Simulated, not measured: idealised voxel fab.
Module name: voxel transistor to metal (process module)
Each square cell in cross-section cut measures 5 nm, and the section as a whole is 290 nm wide.
How to read a cross-section here: the picture is a grid of square cells, written as bands going from the top down, and any band can span one or more rows of cells. Basically the band line says how high the top is and how high the bottom is, in nm, and then what's in it from left to right, every material with its width in nm. Empty space shows up as "blank", and if a single material carries "full width" it runs the full band edge to edge. A quick word on heights: they are counted from 0, and under that level the wafer as it came to us is one material throughout. The lowest band is different from the rest in having no bottom; it simply continues downward, written as in "0 nm and below". Note: "30 to 40" means the width goes from the first number (top row of the band) to the second number (bottom row) in equal steps per row of cells. For the purposes of this document, the phrase "remains unaltered" attached to a step denotes that no cell within the cross-section was modified by that step. "Sealed cavities" contains a list of empty spaces, each no smaller than 8 cells and without an open way to the top, written in the form width x height at distance with the distance from the left edge and all three in nm. Note: text after step settings on the step line = simulator remark on that step. Steps that use a mask can have "overlay nm" on their line. It says how far the mask sat to the right of where it was meant to be. Negative means to the left.

The process steps that were planned are listed below
1,RECEIVE: material Si
2,CONFORMAL_DEP: material SiO2, thk nm 5
3,CONFORMAL_DEP: material SiN, thk nm 15
4,PATTERN: tone cover, mask id ACTIVE, material resist, width nm 105, pitch nm 125, thk nm 15, overlay nm 0
5,DIRECTIONAL_ETCH: etch materials SiN, depth nm 15
6,DIRECTIONAL_ETCH: etch materials SiO2, depth nm 5
7,DIRECTIONAL_ETCH: etch materials Si, depth nm 25
8,STRIP: etch materials resist
9,FILL_DEP: material SiO2, thk nm 15
10,CMP: height nm 20
11,SELECTIVE_ETCH: etch materials SiO2, depth nm 5
12,STRIP: etch materials SiN
13,SELECTIVE_ETCH: etch materials SiO2, depth nm 5
14,OXIDIZE: depth nm 5
15,DIRECTIONAL_DEP: material polySi, thk nm 30
16,DIRECTIONAL_DEP: material SiCN, thk nm 15
17,PATTERN: tone cover, mask id GATE, material resist, width nm 35, pitch nm 125, thk nm 15, overlay nm 0
18,DIRECTIONAL_ETCH: etch materials SiCN, depth nm 25
19,DIRECTIONAL_ETCH: etch materials polySi, depth nm 40
20,STRIP: etch materials resist
21,CONFORMAL_DEP: material SiN, thk nm 5
22,DIRECTIONAL_ETCH: etch materials SiN, depth nm 5
23,DIRECTIONAL_ETCH: etch materials SiO2, depth nm 5
24,EPI: material pSi, thk nm 5
25,FILL_DEP: material SiO2, thk nm 10
26,CMP: height nm 30
27,STRIP: etch materials polySi
28,SELECTIVE_ETCH: etch materials SiO2, depth nm 5
29,CONFORMAL_DEP: material HfO2, thk nm 5
30,CONFORMAL_DEP: material TiN, thk nm 5
31,FILL_DEP: material W, thk nm 5
32,CMP: height nm 25
33,DIRECTIONAL_DEP: material SiO2, thk nm 15
34,MASKED_ETCH: tone open, mask id CONTACT, width nm 15, etch materials SiO2, depth nm 40, overlay nm 0
35,CONFORMAL_DEP: material TiN, thk nm 5
36,FILL_DEP: material Ru, thk nm 5
37,CMP: height nm 40
38,CONFORMAL_DEP: material SiCN, thk nm 5
39,DIRECTIONAL_DEP: material SiO2, thk nm 25
40,PATTERN: tone open, mask id METAL_1, material resist, width nm 15, thk nm 20, overlay nm 0
41,DIRECTIONAL_ETCH: etch materials SiO2, depth nm 25
42,DIRECTIONAL_ETCH: etch materials SiCN, depth nm 5
43,STRIP: etch materials resist
44,CONFORMAL_DEP: material TiN, thk nm 5
45,FILL_DEP: material Ru, thk nm 10
46,CMP: height nm 70
47,CONFORMAL_DEP: material SiCN, thk nm 5

First wafer out of two, processed as planned

As received, after step 1
* 0 nm and below: Si full width
* Sealed cavities: none

State of the wafer after step 2, shown in cross-section
* 5 nm to 0 nm: SiO2 full width
* All layers under 0 are left as they were.

State of the wafer after step 3, shown in cross-section
* 20 nm to 5 nm: SiN full width
* All layers under 5 are left as they were.

State of the wafer after step 4, shown in cross-section
* 35 nm to 20 nm: blank 30 / resist 105 / blank 20 / resist 105 / blank 30
* All layers under 20 are left as they were.

State of the wafer after step 5, shown in cross-section
* 35 nm to 20 nm: blank 30 / resist 105 / blank 20 / resist 105 / blank 30
* 20 nm to 5 nm: blank 30 / SiN 105 / blank 20 / SiN 105 / blank 30
* All layers under 5 are left as they were.

State of the wafer after step 6, shown in cross-section
* 35 nm to 20 nm: blank 30 / resist 105 / blank 20 / resist 105 / blank 30
* 20 nm to 5 nm: blank 30 / SiN 105 / blank 20 / SiN 105 / blank 30
* 5 nm to 0 nm: blank 30 / SiO2 105 / blank 20 / SiO2 105 / blank 30
* All layers under 0 are left as they were.

State of the wafer after step 7, shown in cross-section
* 35 nm to 20 nm: blank 30 / resist 105 / blank 20 / resist 105 / blank 30
* 20 nm to 5 nm: blank 30 / SiN 105 / blank 20 / SiN 105 / blank 30
* 5 nm to 0 nm: blank 30 / SiO2 105 / blank 20 / SiO2 105 / blank 30
* 0 nm to -25 nm: blank 30 / Si 105 / blank 20 / Si 105 / blank 30
* All layers under -25 are left as they were.

State of the wafer after step 8, shown in cross-section
* 20 nm to 5 nm: blank 30 / SiN 105 / blank 20 / SiN 105 / blank 30
* All layers under 5 are left as they were.

State of the wafer after step 9, shown in cross-section
* 35 nm to 20 nm: SiO2 full width
* 20 nm to 5 nm: SiO2 30 / SiN 105 / SiO2 20 / SiN 105 / SiO2 30
* 5 nm to 0 nm: SiO2 full width
* 0 nm to -25 nm: SiO2 30 / Si 105 / SiO2 20 / Si 105 / SiO2 30
* All layers under -25 are left as they were.

State of the wafer after step 10, shown in cross-section
* 20 nm to 5 nm: SiO2 30 / SiN 105 / SiO2 20 / SiN 105 / SiO2 30
* All layers under 5 are left as they were.

State of the wafer after step 11, shown in cross-section
* 20 nm to 15 nm: blank 30 / SiN 105 / blank 20 / SiN 105 / blank 30
* All layers under 15 are left as they were.

State of the wafer after step 12, shown in cross-section
* 15 nm to 5 nm: SiO2 30 / blank 105 / SiO2 20 / blank 105 / SiO2 30
* All layers under 5 are left as they were.

State of the wafer after step 13, shown in cross-section
* 10 nm to 0 nm: SiO2 25 / blank 115 / SiO2 10 / blank 115 / SiO2 25
* All layers under 0 are left as they were.

State of the wafer after step 14, shown in cross-section
* 10 nm to 0 nm: SiO2 25 / blank 115 / SiO2 10 / blank 115 / SiO2 25
* 0 nm to -5 nm: SiO2 full width
* All layers under -5 are left as they were.

State of the wafer after step 15, shown in cross-section
* 40 nm to 30 nm: polySi 25 / blank 115 / polySi 10 / blank 115 / polySi 25
* 30 nm to 10 nm: polySi full width
* 10 nm to 0 nm: SiO2 25 / polySi 115 / SiO2 10 / polySi 115 / SiO2 25
* All layers under 0 are left as they were.

State of the wafer after step 16, shown in cross-section
* 55 nm to 45 nm: SiCN 25 / blank 115 / SiCN 10 / blank 115 / SiCN 25
* 45 nm to 40 nm: SiCN full width
* 40 nm to 30 nm: polySi 25 / SiCN 115 / polySi 10 / SiCN 115 / polySi 25
* All layers under 30 are left as they were.

State of the wafer after step 17, shown in cross-section
* 70 nm to 55 nm: blank 65 / resist 35 / blank 90 / resist 35 / blank 65
* 55 nm to 45 nm: SiCN 25 / blank 40 / resist 35 / blank 40 / SiCN 10 / blank 40 / resist 35 / blank 40 / SiCN 25
* All layers under 45 are left as they were.

State of the wafer after step 18, shown in cross-section
* 70 nm to 45 nm: blank 65 / resist 35 / blank 90 / resist 35 / blank 65
* 45 nm to 40 nm: blank 65 / SiCN 35 / blank 90 / SiCN 35 / blank 65
* 40 nm to 30 nm: polySi 25 / blank 40 / SiCN 35 / blank 40 / polySi 10 / blank 40 / SiCN 35 / blank 40 / polySi 25
* All layers under 30 are left as they were.

State of the wafer after step 19, shown in cross-section
* 70 nm to 45 nm: blank 65 / resist 35 / blank 90 / resist 35 / blank 65
* 45 nm to 30 nm: blank 65 / SiCN 35 / blank 90 / SiCN 35 / blank 65
* 30 nm to 10 nm: blank 65 / polySi 35 / blank 90 / polySi 35 / blank 65
* 10 nm to 0 nm: SiO2 25 / blank 40 / polySi 35 / blank 40 / SiO2 10 / blank 40 / polySi 35 / blank 40 / SiO2 25
* All layers under 0 are left as they were.

State of the wafer after step 20, shown in cross-section
* 45 nm to 30 nm: blank 65 / SiCN 35 / blank 90 / SiCN 35 / blank 65
* All layers under 30 are left as they were.

State of the wafer after step 21, shown in cross-section
* 50 nm to 45 nm: blank 60 / SiN 45 / blank 80 / SiN 45 / blank 60
* 45 nm to 30 nm: blank 60 / SiN 5 / SiCN 35 / SiN 5 / blank 80 / SiN 5 / SiCN 35 / SiN 5 / blank 60
* 30 nm to 15 nm: blank 60 / SiN 5 / polySi 35 / SiN 5 / blank 80 / SiN 5 / polySi 35 / SiN 5 / blank 60
* 15 nm to 10 nm: SiN 30 / blank 30 / SiN 5 / polySi 35 / SiN 5 / blank 30 / SiN 20 / blank 30 / SiN 5 / polySi 35 / SiN 5 / blank 30 / SiN 30
* 10 nm to 5 nm: SiO2 25 / SiN 5 / blank 30 / SiN 5 / polySi 35 / SiN 5 / blank 30 / SiN 5 / SiO2 10 / SiN 5 / blank 30 / SiN 5 / polySi 35 / SiN 5 / blank 30 / SiN 5 / SiO2 25
* 5 nm to 0 nm: SiO2 25 / SiN 40 / polySi 35 / SiN 40 / SiO2 10 / SiN 40 / polySi 35 / SiN 40 / SiO2 25
* All layers under 0 are left as they were.

State of the wafer after step 22, shown in cross-section
* 45 nm to 30 nm: blank 60 / SiN 5 / SiCN 35 / SiN 5 / blank 80 / SiN 5 / SiCN 35 / SiN 5 / blank 60
* 30 nm to 10 nm: blank 60 / SiN 5 / polySi 35 / SiN 5 / blank 80 / SiN 5 / polySi 35 / SiN 5 / blank 60
* 10 nm to 0 nm: SiO2 25 / SiN 5 / blank 30 / SiN 5 / polySi 35 / SiN 5 / blank 30 / SiN 5 / SiO2 10 / SiN 5 / blank 30 / SiN 5 / polySi 35 / SiN 5 / blank 30 / SiN 5 / SiO2 25
* All layers under 0 are left as they were.

State of the wafer after step 23, shown in cross-section
* 45 nm to 30 nm: blank 60 / SiN 5 / SiCN 35 / SiN 5 / blank 80 / SiN 5 / SiCN 35 / SiN 5 / blank 60
* 30 nm to 10 nm: blank 60 / SiN 5 / polySi 35 / SiN 5 / blank 80 / SiN 5 / polySi 35 / SiN 5 / blank 60
* 10 nm to 5 nm: blank 25 / SiN 5 / blank 30 / SiN 5 / polySi 35 / SiN 5 / blank 30 / SiN 5 / blank 10 / SiN 5 / blank 30 / SiN 5 / polySi 35 / SiN 5 / blank 30 / SiN 5 / blank 25
* 5 nm to 0 nm: SiO2 25 / SiN 5 / blank 30 / SiN 5 / polySi 35 / SiN 5 / blank 30 / SiN 5 / SiO2 10 / SiN 5 / blank 30 / SiN 5 / polySi 35 / SiN 5 / blank 30 / SiN 5 / SiO2 25
* 0 nm to -5 nm: SiO2 30 / blank 30 / SiO2 45 / blank 30 / SiO2 20 / blank 30 / SiO2 45 / blank 30 / SiO2 30
* All layers under -5 are left as they were.

State of the wafer after step 24, shown in cross-section
* 45 nm to 30 nm: blank 60 / SiN 5 / SiCN 35 / SiN 5 / blank 80 / SiN 5 / SiCN 35 / SiN 5 / blank 60
* 30 nm to 10 nm: blank 60 / SiN 5 / polySi 35 / SiN 5 / blank 80 / SiN 5 / polySi 35 / SiN 5 / blank 60
* 10 nm to 5 nm: blank 25 / SiN 5 / blank 30 / SiN 5 / polySi 35 / SiN 5 / blank 30 / SiN 5 / blank 10 / SiN 5 / blank 30 / SiN 5 / polySi 35 / SiN 5 / blank 30 / SiN 5 / blank 25
* 5 nm to 0 nm: SiO2 25 / SiN 5 / blank 30 / SiN 5 / polySi 35 / SiN 5 / blank 30 / SiN 5 / SiO2 10 / SiN 5 / blank 30 / SiN 5 / polySi 35 / SiN 5 / blank 30 / SiN 5 / SiO2 25
* 0 nm to -5 nm: SiO2 30 / pSi 30 / SiO2 45 / pSi 30 / SiO2 20 / pSi 30 / SiO2 45 / pSi 30 / SiO2 30
* All layers under -5 are left as they were.

State of the wafer after step 25, shown in cross-section
* 55 nm to 45 nm: SiO2 full width
* 45 nm to 30 nm: SiO2 60 / SiN 5 / SiCN 35 / SiN 5 / SiO2 80 / SiN 5 / SiCN 35 / SiN 5 / SiO2 60
* 30 nm to 10 nm: SiO2 60 / SiN 5 / polySi 35 / SiN 5 / SiO2 80 / SiN 5 / polySi 35 / SiN 5 / SiO2 60
* 10 nm to 0 nm: SiO2 25 / SiN 5 / SiO2 30 / SiN 5 / polySi 35 / SiN 5 / SiO2 30 / SiN 5 / SiO2 10 / SiN 5 / SiO2 30 / SiN 5 / polySi 35 / SiN 5 / SiO2 30 / SiN 5 / SiO2 25
* All layers under 0 are left as they were.

State of the wafer after step 26, shown in cross-section
* 30 nm to 10 nm: SiO2 60 / SiN 5 / polySi 35 / SiN 5 / SiO2 80 / SiN 5 / polySi 35 / SiN 5 / SiO2 60
* All layers under 10 are left as they were.

State of the wafer after step 27, shown in cross-section
* 30 nm to 10 nm: SiO2 60 / SiN 5 / blank 35 / SiN 5 / SiO2 80 / SiN 5 / blank 35 / SiN 5 / SiO2 60
* 10 nm to 0 nm: SiO2 25 / SiN 5 / SiO2 30 / SiN 5 / blank 35 / SiN 5 / SiO2 30 / SiN 5 / SiO2 10 / SiN 5 / SiO2 30 / SiN 5 / blank 35 / SiN 5 / SiO2 30 / SiN 5 / SiO2 25
* All layers under 0 are left as they were.

State of the wafer after step 28, shown in cross-section
* 30 nm to 25 nm: blank 60 / SiN 5 / blank 35 / SiN 5 / blank 80 / SiN 5 / blank 35 / SiN 5 / blank 60
* 25 nm to 10 nm: SiO2 60 / SiN 5 / blank 35 / SiN 5 / SiO2 80 / SiN 5 / blank 35 / SiN 5 / SiO2 60
* 10 nm to 0 nm: SiO2 25 / SiN 5 / SiO2 30 / SiN 5 / blank 35 / SiN 5 / SiO2 30 / SiN 5 / SiO2 10 / SiN 5 / SiO2 30 / SiN 5 / blank 35 / SiN 5 / SiO2 30 / SiN 5 / SiO2 25
* 0 nm to -5 nm: SiO2 30 / pSi 30 / blank 45 / pSi 30 / SiO2 20 / pSi 30 / blank 45 / pSi 30 / SiO2 30
* All layers under -5 are left as they were.

State of the wafer after step 29, shown in cross-section
* 35 nm to 30 nm: blank 55 / HfO2 15 / blank 25 / HfO2 15 / blank 70 / HfO2 15 / blank 25 / HfO2 15 / blank 55
* 30 nm to 25 nm: HfO2 60 / SiN 5 / HfO2 5 / blank 25 / HfO2 5 / SiN 5 / HfO2 80 / SiN 5 / HfO2 5 / blank 25 / HfO2 5 / SiN 5 / HfO2 60
* 25 nm to 10 nm: SiO2 60 / SiN 5 / HfO2 5 / blank 25 / HfO2 5 / SiN 5 / SiO2 80 / SiN 5 / HfO2 5 / blank 25 / HfO2 5 / SiN 5 / SiO2 60
* 10 nm to 0 nm: SiO2 25 / SiN 5 / SiO2 30 / SiN 5 / HfO2 5 / blank 25 / HfO2 5 / SiN 5 / SiO2 30 / SiN 5 / SiO2 10 / SiN 5 / SiO2 30 / SiN 5 / HfO2 5 / blank 25 / HfO2 5 / SiN 5 / SiO2 30 / SiN 5 / SiO2 25
* 0 nm to -5 nm: SiO2 30 / pSi 30 / HfO2 45 / pSi 30 / SiO2 20 / pSi 30 / HfO2 45 / pSi 30 / SiO2 30
* All layers under -5 are left as they were.

State of the wafer after step 30, shown in cross-section
* 40 nm to 35 nm: blank 50 / TiN 25 / blank 15 / TiN 25 / blank 60 / TiN 25 / blank 15 / TiN 25 / blank 50
* 35 nm to 30 nm: TiN 55 / HfO2 15 / TiN 5 / blank 15 / TiN 5 / HfO2 15 / TiN 70 / HfO2 15 / TiN 5 / blank 15 / TiN 5 / HfO2 15 / TiN 55
* 30 nm to 25 nm: HfO2 60 / SiN 5 / HfO2 5 / TiN 5 / blank 15 / TiN 5 / HfO2 5 / SiN 5 / HfO2 80 / SiN 5 / HfO2 5 / TiN 5 / blank 15 / TiN 5 / HfO2 5 / SiN 5 / HfO2 60
* 25 nm to 10 nm: SiO2 60 / SiN 5 / HfO2 5 / TiN 5 / blank 15 / TiN 5 / HfO2 5 / SiN 5 / SiO2 80 / SiN 5 / HfO2 5 / TiN 5 / blank 15 / TiN 5 / HfO2 5 / SiN 5 / SiO2 60
* 10 nm to 5 nm: SiO2 25 / SiN 5 / SiO2 30 / SiN 5 / HfO2 5 / TiN 5 / blank 15 / TiN 5 / HfO2 5 / SiN 5 / SiO2 30 / SiN 5 / SiO2 10 / SiN 5 / SiO2 30 / SiN 5 / HfO2 5 / TiN 5 / blank 15 / TiN 5 / HfO2 5 / SiN 5 / SiO2 30 / SiN 5 / SiO2 25
* 5 nm to 0 nm: SiO2 25 / SiN 5 / SiO2 30 / SiN 5 / HfO2 5 / TiN 25 / HfO2 5 / SiN 5 / SiO2 30 / SiN 5 / SiO2 10 / SiN 5 / SiO2 30 / SiN 5 / HfO2 5 / TiN 25 / HfO2 5 / SiN 5 / SiO2 30 / SiN 5 / SiO2 25
* All layers under 0 are left as they were.

State of the wafer after step 31, shown in cross-section
* 45 nm to 40 nm: W full width
* 40 nm to 35 nm: W 50 / TiN 25 / W 15 / TiN 25 / W 60 / TiN 25 / W 15 / TiN 25 / W 50
* 35 nm to 30 nm: TiN 55 / HfO2 15 / TiN 5 / W 15 / TiN 5 / HfO2 15 / TiN 70 / HfO2 15 / TiN 5 / W 15 / TiN 5 / HfO2 15 / TiN 55
* 30 nm to 25 nm: HfO2 60 / SiN 5 / HfO2 5 / TiN 5 / W 15 / TiN 5 / HfO2 5 / SiN 5 / HfO2 80 / SiN 5 / HfO2 5 / TiN 5 / W 15 / TiN 5 / HfO2 5 / SiN 5 / HfO2 60
* 25 nm to 10 nm: SiO2 60 / SiN 5 / HfO2 5 / TiN 5 / W 15 / TiN 5 / HfO2 5 / SiN 5 / SiO2 80 / SiN 5 / HfO2 5 / TiN 5 / W 15 / TiN 5 / HfO2 5 / SiN 5 / SiO2 60
* 10 nm to 5 nm: SiO2 25 / SiN 5 / SiO2 30 / SiN 5 / HfO2 5 / TiN 5 / W 15 / TiN 5 / HfO2 5 / SiN 5 / SiO2 30 / SiN 5 / SiO2 10 / SiN 5 / SiO2 30 / SiN 5 / HfO2 5 / TiN 5 / W 15 / TiN 5 / HfO2 5 / SiN 5 / SiO2 30 / SiN 5 / SiO2 25
* All layers under 5 are left as they were.

State of the wafer after step 32, shown in cross-section
* 25 nm to 10 nm: SiO2 60 / SiN 5 / HfO2 5 / TiN 5 / W 15 / TiN 5 / HfO2 5 / SiN 5 / SiO2 80 / SiN 5 / HfO2 5 / TiN 5 / W 15 / TiN 5 / HfO2 5 / SiN 5 / SiO2 60
* All layers under 10 are left as they were.

State of the wafer after step 33, shown in cross-section
* 40 nm to 25 nm: SiO2 full width
* All layers under 25 are left as they were.

State of the wafer after step 34, shown in cross-section
* 40 nm to 25 nm: SiO2 35 / blank 15 / SiO2 65 / blank 15 / SiO2 30 / blank 15 / SiO2 65 / blank 15 / SiO2 35
* 25 nm to 10 nm: SiO2 35 / blank 15 / SiO2 10 / SiN 5 / HfO2 5 / TiN 5 / W 15 / TiN 5 / HfO2 5 / SiN 5 / SiO2 10 / blank 15 / SiO2 30 / blank 15 / SiO2 10 / SiN 5 / HfO2 5 / TiN 5 / W 15 / TiN 5 / HfO2 5 / SiN 5 / SiO2 10 / blank 15 / SiO2 35
* 10 nm to 5 nm: SiO2 25 / SiN 5 / SiO2 5 / blank 15 / SiO2 10 / SiN 5 / HfO2 5 / TiN 5 / W 15 / TiN 5 / HfO2 5 / SiN 5 / SiO2 10 / blank 15 / SiO2 5 / SiN 5 / SiO2 10 / SiN 5 / SiO2 5 / blank 15 / SiO2 10 / SiN 5 / HfO2 5 / TiN 5 / W 15 / TiN 5 / HfO2 5 / SiN 5 / SiO2 10 / blank 15 / SiO2 5 / SiN 5 / SiO2 25
* 5 nm to 0 nm: SiO2 25 / SiN 5 / SiO2 5 / blank 15 / SiO2 10 / SiN 5 / HfO2 5 / TiN 25 / HfO2 5 / SiN 5 / SiO2 10 / blank 15 / SiO2 5 / SiN 5 / SiO2 10 / SiN 5 / SiO2 5 / blank 15 / SiO2 10 / SiN 5 / HfO2 5 / TiN 25 / HfO2 5 / SiN 5 / SiO2 10 / blank 15 / SiO2 5 / SiN 5 / SiO2 25
* All layers under 0 are left as they were.

State of the wafer after step 35, shown in cross-section
* 45 nm to 40 nm: TiN 40 / blank 5 / TiN 75 / blank 5 / TiN 40 / blank 5 / TiN 75 / blank 5 / TiN 40
* 40 nm to 25 nm: SiO2 35 / TiN 5 / blank 5 / TiN 5 / SiO2 65 / TiN 5 / blank 5 / TiN 5 / SiO2 30 / TiN 5 / blank 5 / TiN 5 / SiO2 65 / TiN 5 / blank 5 / TiN 5 / SiO2 35
* 25 nm to 10 nm: SiO2 35 / TiN 5 / blank 5 / TiN 5 / SiO2 10 / SiN 5 / HfO2 5 / TiN 5 / W 15 / TiN 5 / HfO2 5 / SiN 5 / SiO2 10 / TiN 5 / blank 5 / TiN 5 / SiO2 30 / TiN 5 / blank 5 / TiN 5 / SiO2 10 / SiN 5 / HfO2 5 / TiN 5 / W 15 / TiN 5 / HfO2 5 / SiN 5 / SiO2 10 / TiN 5 / blank 5 / TiN 5 / SiO2 35
* 10 nm to 5 nm: SiO2 25 / SiN 5 / SiO2 5 / TiN 5 / blank 5 / TiN 5 / SiO2 10 / SiN 5 / HfO2 5 / TiN 5 / W 15 / TiN 5 / HfO2 5 / SiN 5 / SiO2 10 / TiN 5 / blank 5 / TiN 5 / SiO2 5 / SiN 5 / SiO2 10 / SiN 5 / SiO2 5 / TiN 5 / blank 5 / TiN 5 / SiO2 10 / SiN 5 / HfO2 5 / TiN 5 / W 15 / TiN 5 / HfO2 5 / SiN 5 / SiO2 10 / TiN 5 / blank 5 / TiN 5 / SiO2 5 / SiN 5 / SiO2 25
* 5 nm to 0 nm: SiO2 25 / SiN 5 / SiO2 5 / TiN 15 / SiO2 10 / SiN 5 / HfO2 5 / TiN 25 / HfO2 5 / SiN 5 / SiO2 10 / TiN 15 / SiO2 5 / SiN 5 / SiO2 10 / SiN 5 / SiO2 5 / TiN 15 / SiO2 10 / SiN 5 / HfO2 5 / TiN 25 / HfO2 5 / SiN 5 / SiO2 10 / TiN 15 / SiO2 5 / SiN 5 / SiO2 25
* All layers under 0 are left as they were.

State of the wafer after step 36, shown in cross-section
* 50 nm to 45 nm: Ru full width
* 45 nm to 40 nm: TiN 40 / Ru 5 / TiN 75 / Ru 5 / TiN 40 / Ru 5 / TiN 75 / Ru 5 / TiN 40
* 40 nm to 25 nm: SiO2 35 / TiN 5 / Ru 5 / TiN 5 / SiO2 65 / TiN 5 / Ru 5 / TiN 5 / SiO2 30 / TiN 5 / Ru 5 / TiN 5 / SiO2 65 / TiN 5 / Ru 5 / TiN 5 / SiO2 35
* 25 nm to 10 nm: SiO2 35 / TiN 5 / Ru 5 / TiN 5 / SiO2 10 / SiN 5 / HfO2 5 / TiN 5 / W 15 / TiN 5 / HfO2 5 / SiN 5 / SiO2 10 / TiN 5 / Ru 5 / TiN 5 / SiO2 30 / TiN 5 / Ru 5 / TiN 5 / SiO2 10 / SiN 5 / HfO2 5 / TiN 5 / W 15 / TiN 5 / HfO2 5 / SiN 5 / SiO2 10 / TiN 5 / Ru 5 / TiN 5 / SiO2 35
* 10 nm to 5 nm: SiO2 25 / SiN 5 / SiO2 5 / TiN 5 / Ru 5 / TiN 5 / SiO2 10 / SiN 5 / HfO2 5 / TiN 5 / W 15 / TiN 5 / HfO2 5 / SiN 5 / SiO2 10 / TiN 5 / Ru 5 / TiN 5 / SiO2 5 / SiN 5 / SiO2 10 / SiN 5 / SiO2 5 / TiN 5 / Ru 5 / TiN 5 / SiO2 10 / SiN 5 / HfO2 5 / TiN 5 / W 15 / TiN 5 / HfO2 5 / SiN 5 / SiO2 10 / TiN 5 / Ru 5 / TiN 5 / SiO2 5 / SiN 5 / SiO2 25
* All layers under 5 are left as they were.

State of the wafer after step 37, shown in cross-section
* 40 nm to 25 nm: SiO2 35 / TiN 5 / Ru 5 / TiN 5 / SiO2 65 / TiN 5 / Ru 5 / TiN 5 / SiO2 30 / TiN 5 / Ru 5 / TiN 5 / SiO2 65 / TiN 5 / Ru 5 / TiN 5 / SiO2 35
* All layers under 25 are left as they were.

State of the wafer after step 38, shown in cross-section
* 45 nm to 40 nm: SiCN full width
* All layers under 40 are left as they were.

State of the wafer after step 39, shown in cross-section
* 70 nm to 45 nm: SiO2 full width
* All layers under 45 are left as they were.

State of the wafer after step 40, shown in cross-section
* 90 nm to 70 nm: resist 35 / blank 15 / resist 65 / blank 15 / resist 30 / blank 15 / resist 65 / blank 15 / resist 35
* All layers under 70 are left as they were.

State of the wafer after step 41, shown in cross-section
* 90 nm to 70 nm: resist 35 / blank 15 / resist 65 / blank 15 / resist 30 / blank 15 / resist 65 / blank 15 / resist 35
* 70 nm to 45 nm: SiO2 35 / blank 15 / SiO2 65 / blank 15 / SiO2 30 / blank 15 / SiO2 65 / blank 15 / SiO2 35
* All layers under 45 are left as they were.

State of the wafer after step 42, shown in cross-section
* 90 nm to 70 nm: resist 35 / blank 15 / resist 65 / blank 15 / resist 30 / blank 15 / resist 65 / blank 15 / resist 35
* 70 nm to 45 nm: SiO2 35 / blank 15 / SiO2 65 / blank 15 / SiO2 30 / blank 15 / SiO2 65 / blank 15 / SiO2 35
* 45 nm to 40 nm: SiCN 35 / blank 15 / SiCN 65 / blank 15 / SiCN 30 / blank 15 / SiCN 65 / blank 15 / SiCN 35
* All layers under 40 are left as they were.

State of the wafer after step 43, shown in cross-section
* 70 nm to 45 nm: SiO2 35 / blank 15 / SiO2 65 / blank 15 / SiO2 30 / blank 15 / SiO2 65 / blank 15 / SiO2 35
* All layers under 45 are left as they were.

State of the wafer after step 44, shown in cross-section
* 75 nm to 70 nm: TiN 40 / blank 5 / TiN 75 / blank 5 / TiN 40 / blank 5 / TiN 75 / blank 5 / TiN 40
* 70 nm to 45 nm: SiO2 35 / TiN 5 / blank 5 / TiN 5 / SiO2 65 / TiN 5 / blank 5 / TiN 5 / SiO2 30 / TiN 5 / blank 5 / TiN 5 / SiO2 65 / TiN 5 / blank 5 / TiN 5 / SiO2 35
* 45 nm to 40 nm: SiCN 35 / TiN 15 / SiCN 65 / TiN 15 / SiCN 30 / TiN 15 / SiCN 65 / TiN 15 / SiCN 35
* All layers under 40 are left as they were.

State of the wafer after step 45, shown in cross-section
* 85 nm to 75 nm: Ru full width
* 75 nm to 70 nm: TiN 40 / Ru 5 / TiN 75 / Ru 5 / TiN 40 / Ru 5 / TiN 75 / Ru 5 / TiN 40
* 70 nm to 45 nm: SiO2 35 / TiN 5 / Ru 5 / TiN 5 / SiO2 65 / TiN 5 / Ru 5 / TiN 5 / SiO2 30 / TiN 5 / Ru 5 / TiN 5 / SiO2 65 / TiN 5 / Ru 5 / TiN 5 / SiO2 35
* All layers under 45 are left as they were.

State of the wafer after step 46, shown in cross-section
* 70 nm to 45 nm: SiO2 35 / TiN 5 / Ru 5 / TiN 5 / SiO2 65 / TiN 5 / Ru 5 / TiN 5 / SiO2 30 / TiN 5 / Ru 5 / TiN 5 / SiO2 65 / TiN 5 / Ru 5 / TiN 5 / SiO2 35
* All layers under 45 are left as they were.

State of the wafer after step 47, shown in cross-section
* 75 nm to 70 nm: SiCN full width
* All layers under 70 are left as they were.

The second wafer began exactly as the first did and followed the same plan, but one mistake was made while running it; through step 37 inclusive, the two wafers are identical

Planned end of step 38: second wafer, cross-section
* 65 nm to 40 nm: SiO2 full width
* All layers under 40 are left as they were.

Planned end of step 39: second wafer, cross-section
* 70 nm to 65 nm: SiCN full width
* All layers under 65 are left as they were.

Planned end of step 40: second wafer, cross-section
* 90 nm to 70 nm: resist 35 / blank 15 / resist 65 / blank 15 / resist 30 / blank 15 / resist 65 / blank 15 / resist 35
* All layers under 70 are left as they were.

Planned end of step 41: second wafer, cross-section: remains unaltered

Planned end of step 42: second wafer, cross-section
* 90 nm to 70 nm: resist 35 / blank 15 / resist 65 / blank 15 / resist 30 / blank 15 / resist 65 / blank 15 / resist 35
* 70 nm to 65 nm: SiCN 35 / blank 15 / SiCN 65 / blank 15 / SiCN 30 / blank 15 / SiCN 65 / blank 15 / SiCN 35
* All layers under 65 are left as they were.

Planned end of step 43: second wafer, cross-section
* 70 nm to 65 nm: SiCN 35 / blank 15 / SiCN 65 / blank 15 / SiCN 30 / blank 15 / SiCN 65 / blank 15 / SiCN 35
* All layers under 65 are left as they were.

Planned end of step 44: second wafer, cross-section
* 75 nm to 70 nm: TiN 40 / blank 5 / TiN 75 / blank 5 / TiN 40 / blank 5 / TiN 75 / blank 5 / TiN 40
* 70 nm to 65 nm: SiCN 35 / TiN 15 / SiCN 65 / TiN 15 / SiCN 30 / TiN 15 / SiCN 65 / TiN 15 / SiCN 35
* All layers under 65 are left as they were.

Planned end of step 45: second wafer, cross-section
* 85 nm to 75 nm: Ru full width
* 75 nm to 70 nm: TiN 40 / Ru 5 / TiN 75 / Ru 5 / TiN 40 / Ru 5 / TiN 75 / Ru 5 / TiN 40
* All layers under 70 are left as they were.

Planned end of step 46: second wafer, cross-section
* 70 nm to 65 nm: SiCN 35 / TiN 15 / SiCN 65 / TiN 15 / SiCN 30 / TiN 15 / SiCN 65 / TiN 15 / SiCN 35
* All layers under 65 are left as they were.

Planned end of step 47: second wafer, cross-section
* 75 nm to 70 nm: SiCN full width
* All layers under 70 are left as they were.
So what did we get wrong on this run? step 38 ran in the slot meant for step 39, and vice versa
Counted in cells at the end, the second wafer holds more or fewer of these materials than the first: Ru -20; SiO2 +60; TiN -40
